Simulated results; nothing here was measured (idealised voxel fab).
The following process module bears the name voxel wiring stack.
This is section cut - it's 205 nm across, gridded in 5 nm square cells.
A cross-section is written here as square cells arranged in a grid, and it is given in bands from the top down, each band taking up one or more rows of cells.
It is stipulated that each band's entry specify, in nanometres, the height of the top of the band and then that of its bottom, followed by the materials of the band in left-to-right sequence, each together with its width in nanometres. A single material marked by the word "edge to edge" is understood to fill the band from edge to edge; the word "empty" is understood to denote empty space.
It should be noted that heights are counted from 0, beneath which the wafer as supplied is of one material throughout, and that the lowest band possesses no lower boundary but continues downward, as written in "0 -> down".
The two numbers in a width such as "30 to 40" mark its ends across the band: the first belongs to the top row of cells, the second to the bottom row, and from each row to the next the width moves by the same amount.
The cross-section has no changed cell in any step marked "same as before".
Reported under the label "Completely enclosed voids" are the empty spaces having no open way to the top and comprising 8 cells or more; the notation for each is width x height at distance, in which the distance is measured from the left edge and all three values are in nm.
Past the settings on a step's line: simulator remark, on that step.
Among the settings permitted on a step's line is "overlay nm"; applied to a step with a mask, it specifies the extent to which the mask lay to the right of its planned position, whereas a negative figure signifies a position to the left.
[Here's what the planned process steps look like]
1 RECEIVE | material Si
2 CONFORMAL_DEP | material SiO2 | thk nm 10
3 DIRECTIONAL_DEP | material TiN | thk nm 5
4 DIRECTIONAL_DEP | material Ru | thk nm 15
5 DIRECTIONAL_DEP | material aC | thk nm 15
6 PATTERN | tone cover | mask id METAL_1 | material resist | width nm 30 | pitch nm 60 | thk nm 35 | overlay nm 0
7 DIRECTIONAL_ETCH | etch materials aC | depth nm 15
8 STRIP | etch materials resist
9 DIRECTIONAL_ETCH | etch materials Ru | depth nm 15
10 DIRECTIONAL_ETCH | etch materials TiN | depth nm 5
11 STRIP | etch materials aC
12 FILL_DEP | material lowk | thk nm 5
13 CMP | height nm 30
14 CONFORMAL_DEP | material SiCN | thk nm 5
15 DIRECTIONAL_DEP | material lowk | thk nm 25
16 PATTERN | tone open | mask id METAL_2 | material resist | width nm 30 | pitch nm 60 | thk nm 20 | overlay nm 0
17 DIRECTIONAL_ETCH | etch materials lowk | depth nm 15
18 STRIP | etch materials resist
19 PATTERN | tone open | mask id METAL_2_HOLES | material resist | width nm 15 | pitch nm 60 | thk nm 20 | overlay nm 0
20 DIRECTIONAL_ETCH | etch materials lowk | depth nm 10
21 DIRECTIONAL_ETCH | etch materials SiCN | depth nm 5
22 STRIP | etch materials resist
23 CONFORMAL_DEP | material TiN | thk nm 5
24 FILL_DEP | material Ru | thk nm 5
25 CMP | height nm 60
26 CONFORMAL_DEP | material SiCN | thk nm 5
27 DIRECTIONAL_DEP | material SiO2 | thk nm 10
28 PATTERN | tone open | mask id PLUG_2 | material resist | width nm 15 | pitch nm 60 | thk nm 20 | overlay nm 0
29 DIRECTIONAL_ETCH | etch materials SiO2 | depth nm 10
30 DIRECTIONAL_ETCH | etch materials SiCN | depth nm 5
31 STRIP | etch materials resist
32 CONFORMAL_DEP | material TiN | thk nm 5
33 FILL_DEP | material W | thk nm 5
34 CMP | height nm 75
35 CONFORMAL_DEP | material SiN | thk nm 5
36 DIRECTIONAL_DEP | material lowk | thk nm 20
37 DIRECTIONAL_DEP | material aC | thk nm 15
38 PATTERN | tone open | mask id METAL_3 | material resist | width nm 30 | pitch nm 60 | thk nm 30 | overlay nm 0
39 DIRECTIONAL_ETCH | etch materials aC | depth nm 15
40 STRIP | etch materials resist
41 DIRECTIONAL_ETCH | etch materials lowk | depth nm 20
42 DIRECTIONAL_ETCH | etch materials SiN | depth nm 5
43 STRIP | etch materials aC
44 CONFORMAL_DEP | material TiN | thk nm 5
45 FILL_DEP | material Ru | thk nm 5
46 CMP | height nm 100
47 CONFORMAL_DEP | material SiN | thk nm 5
[The first of the two wafers, which ran as planned]
[Cross-sectional view of the wafer in its as-received condition, corresponding to the state after step 1]
- 0 -> down  Si edge to edge
- Completely enclosed voids: none
[Step 2 done - wafer cross-section]
- 10 -> 0  SiO2 edge to edge
- Note: structure below 0 unchanged.
[Step 3 done - wafer cross-section]
- 15 -> 10  TiN edge to edge
- Note: structure below 10 unchanged.
[Step 4 done - wafer cross-section]
- 30 -> 15  Ru edge to edge
- Note: structure below 15 unchanged.
[Step 5 done - wafer cross-section]
- 45 -> 30  aC edge to edge
- Note: structure below 30 unchanged.
[Step 6 done - wafer cross-section]
- 80 -> 45  empty 55 nm | resist 30 nm | empty 30 nm | resist 30 nm | empty 60 nm
- Note: structure below 45 unchanged.
[Step 7 done - wafer cross-section]
- 65 -> 45  empty 55 nm | resist 30 nm | empty 30 nm | resist 30 nm | empty 60 nm
- 45 -> 30  empty 55 nm | aC 30 nm | empty 30 nm | aC 30 nm | empty 60 nm
- Note: structure below 30 unchanged.
[Step 8 done - wafer cross-section]
- 45 -> 30  empty 55 nm | aC 30 nm | empty 30 nm | aC 30 nm | empty 60 nm
- Note: structure below 30 unchanged.
[Step 9 done - wafer cross-section]
- 45 -> 30  empty 55 nm | aC 30 nm | empty 30 nm | aC 30 nm | empty 60 nm
- 30 -> 15  empty 55 nm | Ru 30 nm | empty 30 nm | Ru 30 nm | empty 60 nm
- Note: structure below 15 unchanged.
[Step 10 done - wafer cross-section]
- 45 -> 30  empty 55 nm | aC 30 nm | empty 30 nm | aC 30 nm | empty 60 nm
- 30 -> 15  empty 55 nm | Ru 30 nm | empty 30 nm | Ru 30 nm | empty 60 nm
- 15 -> 10  empty 55 nm | TiN 30 nm | empty 30 nm | TiN 30 nm | empty 60 nm
- Note: structure below 10 unchanged.
[Step 11 done - wafer cross-section]
- 30 -> 15  empty 55 nm | Ru 30 nm | empty 30 nm | Ru 30 nm | empty 60 nm
- Note: structure below 15 unchanged.
[Step 12 done - wafer cross-section]
- 35 -> 30  lowk edge to edge
- 30 -> 15  lowk 55 nm | Ru 30 nm | lowk 30 nm | Ru 30 nm | lowk 60 nm
- 15 -> 10  lowk 55 nm | TiN 30 nm | lowk 30 nm | TiN 30 nm | lowk 60 nm
- Note: structure below 10 unchanged.
[Step 13 done - wafer cross-section]
- 30 -> 15  lowk 55 nm | Ru 30 nm | lowk 30 nm | Ru 30 nm | lowk 60 nm
- Note: structure below 15 unchanged.
[Step 14 done - wafer cross-section]
- 35 -> 30  SiCN edge to edge
- Note: structure below 30 unchanged.
[Step 15 done - wafer cross-section]
- 60 -> 35  lowk edge to edge
- Note: structure below 35 unchanged.
[Step 16 done - wafer cross-section]
- 80 -> 60  resist 55 nm | empty 30 nm | resist 30 nm | empty 30 nm | resist 60 nm
- Note: structure below 60 unchanged.
[Step 17 done - wafer cross-section]
- 80 -> 60  resist 55 nm | empty 30 nm | resist 30 nm | empty 30 nm | resist 60 nm
- 60 -> 45  lowk 55 nm | empty 30 nm | lowk 30 nm | empty 30 nm | lowk 60 nm
- Note: structure below 45 unchanged.
[Step 18 done - wafer cross-section]
- 60 -> 45  lowk 55 nm | empty 30 nm | lowk 30 nm | empty 30 nm | lowk 60 nm
- Note: structure below 45 unchanged.
[Step 19 done - wafer cross-section]
- 80 -> 60  resist 55 nm | empty 15 nm | resist 45 nm | empty 15 nm | resist 75 nm
- 60 -> 45  lowk 55 nm | empty 15 nm | resist 15 nm | lowk 30 nm | empty 15 nm | resist 15 nm | lowk 60 nm
- Note: structure below 45 unchanged.
[Step 20 done - wafer cross-section]
- 80 -> 60  resist 55 nm | empty 15 nm | resist 45 nm | empty 15 nm | resist 75 nm
- 60 -> 45  lowk 55 nm | empty 15 nm | resist 15 nm | lowk 30 nm | empty 15 nm | resist 15 nm | lowk 60 nm
- 45 -> 35  lowk 55 nm | empty 15 nm | lowk 45 nm | empty 15 nm | lowk 75 nm
- Note: structure below 35 unchanged.
[Step 21 done - wafer cross-section]
- 80 -> 60  resist 55 nm | empty 15 nm | resist 45 nm | empty 15 nm | resist 75 nm
- 60 -> 45  lowk 55 nm | empty 15 nm | resist 15 nm | lowk 30 nm | empty 15 nm | resist 15 nm | lowk 60 nm
- 45 -> 35  lowk 55 nm | empty 15 nm | lowk 45 nm | empty 15 nm | lowk 75 nm
- 35 -> 30  SiCN 55 nm | empty 15 nm | SiCN 45 nm | empty 15 nm | SiCN 75 nm
- Note: structure below 30 unchanged.
[Step 22 done - wafer cross-section]
- 60 -> 45  lowk 55 nm | empty 30 nm | lowk 30 nm | empty 30 nm | lowk 60 nm
- Note: structure below 45 unchanged.
[Step 23 done - wafer cross-section]
- 65 -> 60  TiN 60 nm | empty 20 nm | TiN 40 nm | empty 20 nm | TiN 65 nm
- 60 -> 50  lowk 55 nm | TiN 5 nm | empty 20 nm | TiN 5 nm | lowk 30 nm | TiN 5 nm | empty 20 nm | TiN 5 nm | lowk 60 nm
- 50 -> 45  lowk 55 nm | TiN 5 nm | empty 5 nm | TiN 20 nm | lowk 30 nm | TiN 5 nm | empty 5 nm | TiN 20 nm | lowk 60 nm
- 45 -> 35  lowk 55 nm | TiN 5 nm | empty 5 nm | TiN 5 nm | lowk 45 nm | TiN 5 nm | empty 5 nm | TiN 5 nm | lowk 75 nm
- 35 -> 30  SiCN 55 nm | TiN 15 nm | SiCN 45 nm | TiN 15 nm | SiCN 75 nm
- Note: structure below 30 unchanged.
[Step 24 done - wafer cross-section]
- 70 -> 65  Ru edge to edge
- 65 -> 60  TiN 60 nm | Ru 20 nm | TiN 40 nm | Ru 20 nm | TiN 65 nm
- 60 -> 50  lowk 55 nm | TiN 5 nm | Ru 20 nm | TiN 5 nm | lowk 30 nm | TiN 5 nm | Ru 20 nm | TiN 5 nm | lowk 60 nm
- 50 -> 45  lowk 55 nm | TiN 5 nm | Ru 5 nm | TiN 20 nm | lowk 30 nm | TiN 5 nm | Ru 5 nm | TiN 20 nm | lowk 60 nm
- 45 -> 35  lowk 55 nm | TiN 5 nm | Ru 5 nm | TiN 5 nm | lowk 45 nm | TiN 5 nm | Ru 5 nm | TiN 5 nm | lowk 75 nm
- Note: structure below 35 unchanged.
[Step 25 done - wafer cross-section]
- 60 -> 50  lowk 55 nm | TiN 5 nm | Ru 20 nm | TiN 5 nm | lowk 30 nm | TiN 5 nm | Ru 20 nm | TiN 5 nm | lowk 60 nm
- Note: structure below 50 unchanged.
[Step 26 done - wafer cross-section]
- 65 -> 60  SiCN edge to edge
- Note: structure below 60 unchanged.
[Step 27 done - wafer cross-section]
- 75 -> 65  SiO2 edge to edge
- Note: structure below 65 unchanged.
[Step 28 done - wafer cross-section]
- 95 -> 75  resist 55 nm | empty 15 nm | resist 45 nm | empty 15 nm | resist 75 nm
- Note: structure below 75 unchanged.
[Step 29 done - wafer cross-section]
- 95 -> 75  resist 55 nm | empty 15 nm | resist 45 nm | empty 15 nm | resist 75 nm
- 75 -> 65  SiO2 55 nm | empty 15 nm | SiO2 45 nm | empty 15 nm | SiO2 75 nm
- Note: structure below 65 unchanged.
[Step 30 done - wafer cross-section]
- 95 -> 75  resist 55 nm | empty 15 nm | resist 45 nm | empty 15 nm | resist 75 nm
- 75 -> 65  SiO2 55 nm | empty 15 nm | SiO2 45 nm | empty 15 nm | SiO2 75 nm
- 65 -> 60  SiCN 55 nm | empty 15 nm | SiCN 45 nm | empty 15 nm | SiCN 75 nm
- Note: structure below 60 unchanged.
[Step 31 done - wafer cross-section]
- 75 -> 65  SiO2 55 nm | empty 15 nm | SiO2 45 nm | empty 15 nm | SiO2 75 nm
- Note: structure below 65 unchanged.
[Step 32 done - wafer cross-section]
- 80 -> 75  TiN 60 nm | empty 5 nm | TiN 55 nm | empty 5 nm | TiN 80 nm
- 75 -> 65  SiO2 55 nm | TiN 5 nm | empty 5 nm | TiN 5 nm | SiO2 45 nm | TiN 5 nm | empty 5 nm | TiN 5 nm | SiO2 75 nm
- 65 -> 60  SiCN 55 nm | TiN 15 nm | SiCN 45 nm | TiN 15 nm | SiCN 75 nm
- Note: structure below 60 unchanged.
[Step 33 done - wafer cross-section]
- 85 -> 80  W edge to edge
- 80 -> 75  TiN 60 nm | W 5 nm | TiN 55 nm | W 5 nm | TiN 80 nm
- 75 -> 65  SiO2 55 nm | TiN 5 nm | W 5 nm | TiN 5 nm | SiO2 45 nm | TiN 5 nm | W 5 nm | TiN 5 nm | SiO2 75 nm
- Note: structure below 65 unchanged.
[Step 34 done - wafer cross-section]
- 75 -> 65  SiO2 55 nm | TiN 5 nm | W 5 nm | TiN 5 nm | SiO2 45 nm | TiN 5 nm | W 5 nm | TiN 5 nm | SiO2 75 nm
- Note: structure below 65 unchanged.
[Step 35 done - wafer cross-section]
- 80 -> 75  SiN edge to edge
- Note: structure below 75 unchanged.
[Step 36 done - wafer cross-section]
- 100 -> 80  lowk edge to edge
- Note: structure below 80 unchanged.
[Step 37 done - wafer cross-section]
- 115 -> 100  aC edge to edge
- Note: structure below 100 unchanged.
[Step 38 done - wafer cross-section]
- 145 -> 115  resist 55 nm | empty 30 nm | resist 30 nm | empty 30 nm | resist 60 nm
- Note: structure below 115 unchanged.
[Step 39 done - wafer cross-section]
- 130 -> 115  resist 55 nm | empty 30 nm | resist 30 nm | empty 30 nm | resist 60 nm
- 115 -> 100  aC 55 nm | empty 30 nm | aC 30 nm | empty 30 nm | aC 60 nm
- Note: structure below 100 unchanged.
[Step 40 done - wafer cross-section]
- 115 -> 100  aC 55 nm | empty 30 nm | aC 30 nm | empty 30 nm | aC 60 nm
- Note: structure below 100 unchanged.
[Step 41 done - wafer cross-section]
- 115 -> 100  aC 55 nm | empty 30 nm | aC 30 nm | empty 30 nm | aC 60 nm
- 100 -> 80  lowk 55 nm | empty 30 nm | lowk 30 nm | empty 30 nm | lowk 60 nm
- Note: structure below 80 unchanged.
[Step 42 done - wafer cross-section]
- 115 -> 100  aC 55 nm | empty 30 nm | aC 30 nm | empty 30 nm | aC 60 nm
- 100 -> 80  lowk 55 nm | empty 30 nm | lowk 30 nm | empty 30 nm | lowk 60 nm
- 80 -> 75  SiN 55 nm | empty 30 nm | SiN 30 nm | empty 30 nm | SiN 60 nm
- Note: structure below 75 unchanged.
[Step 43 done - wafer cross-section]
- 100 -> 80  lowk 55 nm | empty 30 nm | lowk 30 nm | empty 30 nm | lowk 60 nm
- Note: structure below 80 unchanged.
[Step 44 done - wafer cross-section]
- 105 -> 100  TiN 60 nm | empty 20 nm | TiN 40 nm | empty 20 nm | TiN 65 nm
- 100 -> 80  lowk 55 nm | TiN 5 nm | empty 20 nm | TiN 5 nm | lowk 30 nm | TiN 5 nm | empty 20 nm | TiN 5 nm | lowk 60 nm
- 80 -> 75  SiN 55 nm | TiN 30 nm | SiN 30 nm | TiN 30 nm | SiN 60 nm
- Note: structure below 75 unchanged.
[Step 45 done - wafer cross-section]
- 110 -> 105  Ru edge to edge
- 105 -> 100  TiN 60 nm | Ru 20 nm | TiN 40 nm | Ru 20 nm | TiN 65 nm
- 100 -> 80  lowk 55 nm | TiN 5 nm | Ru 20 nm | TiN 5 nm | lowk 30 nm | TiN 5 nm | Ru 20 nm | TiN 5 nm | lowk 60 nm
- Note: structure below 80 unchanged.
[Step 46 done - wafer cross-section]
- 100 -> 80  lowk 55 nm | TiN 5 nm | Ru 20 nm | TiN 5 nm | lowk 30 nm | TiN 5 nm | Ru 20 nm | TiN 5 nm | lowk 60 nm
- Note: structure below 80 unchanged.
[Step 47 done - wafer cross-section]
- 105 -> 100  SiN edge to edge
- Note: structure below 100 unchanged.
[Wafer two: like wafer one in start and plan, but with one mistake in execution; identical up to and including step 44]
[The second wafer cut through, at the time step 45 was supposed to be finished]
- 110 -> 105  SiO2 edge to edge
- 105 -> 100  TiN 60 nm | SiO2 20 nm | TiN 40 nm | SiO2 20 nm | TiN 65 nm
- 100 -> 80  lowk 55 nm | TiN 5 nm | SiO2 20 nm | TiN 5 nm | lowk 30 nm | TiN 5 nm | SiO2 20 nm | TiN 5 nm | lowk 60 nm
- Note: structure below 80 unchanged.
[The second wafer cut through, at the time step 46 was supposed to be finished]
- 100 -> 80  lowk 55 nm | TiN 5 nm | SiO2 20 nm | TiN 5 nm | lowk 30 nm | TiN 5 nm | SiO2 20 nm | TiN 5 nm | lowk 60 nm
- Note: structure below 80 unchanged.
[The second wafer cut through, at the time step 47 was supposed to be finished]
- 105 -> 100  SiN edge to edge
- Note: structure below 100 unchanged.
The mistake made against the process plan was this: step 45: run off-plan, actual operation and settings FILL_DEP | material SiO2 | thk nm 5
Final tally in cells, some materials are higher or lower on the second wafer than on the first: Ru -32 | SiO2 +32
